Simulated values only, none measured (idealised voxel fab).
This is a process module. Its name is voxel gate over fins.
255 nm wide, 5 nm square cells: that's cross-section cut.
How to read a cross-section here: the picture is a grid of square cells, written as bands going from the top down, and any band can span one or more rows of cells. What a band's entry tells you: where the top is and where the bottom is, as heights in nm, and after that what lies inside, material by material from left to right, each with its width in nm. Empty space is written as the word "empty", and a single material marked with the word "edge to edge" occupies the band from edge to edge. Height 0 is the level under which the wafer as received is all one material. The lowest band goes on downwards, as in "top 0, no bottom". The expression "30->40" gives the width at the extremes of the band, the first number at its top row of cells and the second at its bottom row, with the width changing by equal amounts from each row to the next in between. The cross-section has no changed cell in any step marked "identical to before". "Catalogued sealed voids" lists enclosed empty spaces (at least 8 cells, no open path upward to the top), each as width x height at distance from the left edge, in nm. Whatever follows a step's settings on its line is a remark the simulator itself makes about that step. overlay nm: on a step with a mask, how far right of its planned place the mask lay; negative means left.

**The planned process steps are enumerated hereunder**
1,RECEIVE [material Si]
2,CONFORMAL_DEP [material SiN] [thk nm 10]
3,DIRECTIONAL_DEP [material aC] [thk nm 10]
4,PATTERN [tone cover] [mask id FINS] [material resist] [width nm 15] [pitch nm 45] [thk nm 25] [overlay nm 0]
5,DIRECTIONAL_ETCH [etch materials aC] [depth nm 10]
6,STRIP [etch materials resist]
7,DIRECTIONAL_ETCH [etch materials SiN] [depth nm 10]
8,DIRECTIONAL_ETCH [etch materials Si] [depth nm 40]
9,STRIP [etch materials aC]
10,FILL_DEP [material SiO2] [thk nm 5]
11,CMP [height nm 0]
12,SELECTIVE_ETCH [etch materials SiO2] [depth nm 25]
13,STRIP [etch materials SiN]
14,CONFORMAL_DEP [material HfO2] [thk nm 5]
15,CONFORMAL_DEP [material TiN] [thk nm 5]
16,FILL_DEP [material W] [thk nm 15]
17,CMP [height nm 20]
18,CONFORMAL_DEP [material SiN] [thk nm 5]
Every wafer here starts from the same state; it is the step 11 height nm that distinguishes them, and the value the plan gives belongs to the first wafer.

**The as-received cross-section of the first of several wafers corresponds to the state after step 1**
> top 0, no bottom | Si edge to edge
> Catalogued sealed voids: none

**Cross-section of the first of several wafers, taken after step 18, where the module ends**
> top 25, bottom 20 | SiN edge to edge
> top 20, bottom 10 | W edge to edge
> top 10, bottom 5 | 65 nm W, 35 nm TiN, 10 nm W, 35 nm TiN, 10 nm W, 35 nm TiN, 65 nm W
> top 5, bottom 0 | 65 nm W, 5 nm TiN, 25 nm HfO2, 5 nm TiN, 10 nm W, 5 nm TiN, 25 nm HfO2, 5 nm TiN, 10 nm W, 5 nm TiN, 25 nm HfO2, 5 nm TiN, 65 nm W
> top 0, bottom -15 | 65 nm W, 5 nm TiN, 5 nm HfO2, 15 nm Si, 5 nm HfO2, 5 nm TiN, 10 nm W, 5 nm TiN, 5 nm HfO2, 15 nm Si, 5 nm HfO2, 5 nm TiN, 10 nm W, 5 nm TiN, 5 nm HfO2, 15 nm Si, 5 nm HfO2, 5 nm TiN, 65 nm W
> top -15, bottom -20 | 70 nm TiN, 5 nm HfO2, 15 nm Si, 5 nm HfO2, 20 nm TiN, 5 nm HfO2, 15 nm Si, 5 nm HfO2, 20 nm TiN, 5 nm HfO2, 15 nm Si, 5 nm HfO2, 70 nm TiN
> top -20, bottom -25 | 75 nm HfO2, 15 nm Si, 30 nm HfO2, 15 nm Si, 30 nm HfO2, 15 nm Si, 75 nm HfO2
> top -25, bottom -40 | 75 nm SiO2, 15 nm Si, 30 nm SiO2, 15 nm Si, 30 nm SiO2, 15 nm Si, 75 nm SiO2
> top -40, no bottom | Si edge to edge
> Catalogued sealed voids: none

**Last wafer, end of module, cross-section**
> top 25, bottom 20 | SiN edge to edge
> top 20, bottom 10 | W edge to edge
> top 10, bottom 5 | 65 nm W, 35 nm TiN, 10 nm W, 35 nm TiN, 10 nm W, 35 nm TiN, 65 nm W
> top 5, bottom 0 | 65 nm W, 5 nm TiN, 25 nm HfO2, 5 nm TiN, 10 nm W, 5 nm TiN, 25 nm HfO2, 5 nm TiN, 10 nm W, 5 nm TiN, 25 nm HfO2, 5 nm TiN, 65 nm W
> top 0, bottom -5 | 70 nm TiN, 5 nm HfO2, 15 nm Si, 5 nm HfO2, 20 nm TiN, 5 nm HfO2, 15 nm Si, 5 nm HfO2, 20 nm TiN, 5 nm HfO2, 15 nm Si, 5 nm HfO2, 70 nm TiN
> top -5, bottom -10 | 75 nm HfO2, 15 nm Si, 30 nm HfO2, 15 nm Si, 30 nm HfO2, 15 nm Si, 75 nm HfO2
> top -10, bottom -40 | 75 nm SiO2, 15 nm Si, 30 nm SiO2, 15 nm Si, 30 nm SiO2, 15 nm Si, 75 nm SiO2
> top -40, no bottom | Si edge to edge
> Catalogued sealed voids: none

**Where each wafer stands at the end of the module, a row apiece: cells of each material gained (+) or lost (-) since it was received, then closed voids**
height nm 0, +81 HfO2, -336 Si, +51 SiN, +126 SiO2, +81 TiN, +252 W, Catalogued sealed voids: none
height nm 5, +75 HfO2, -336 Si, +51 SiN, +168 SiO2, +75 TiN, +222 W, Catalogued sealed voids: none
height nm 10, +69 HfO2, -336 Si, +51 SiN, +210 SiO2, +69 TiN, +192 W, Catalogued sealed voids: none
height nm 15, +63 HfO2, -336 Si, +51 SiN, +252 SiO2, +63 TiN, +162 W, Catalogued sealed voids: none
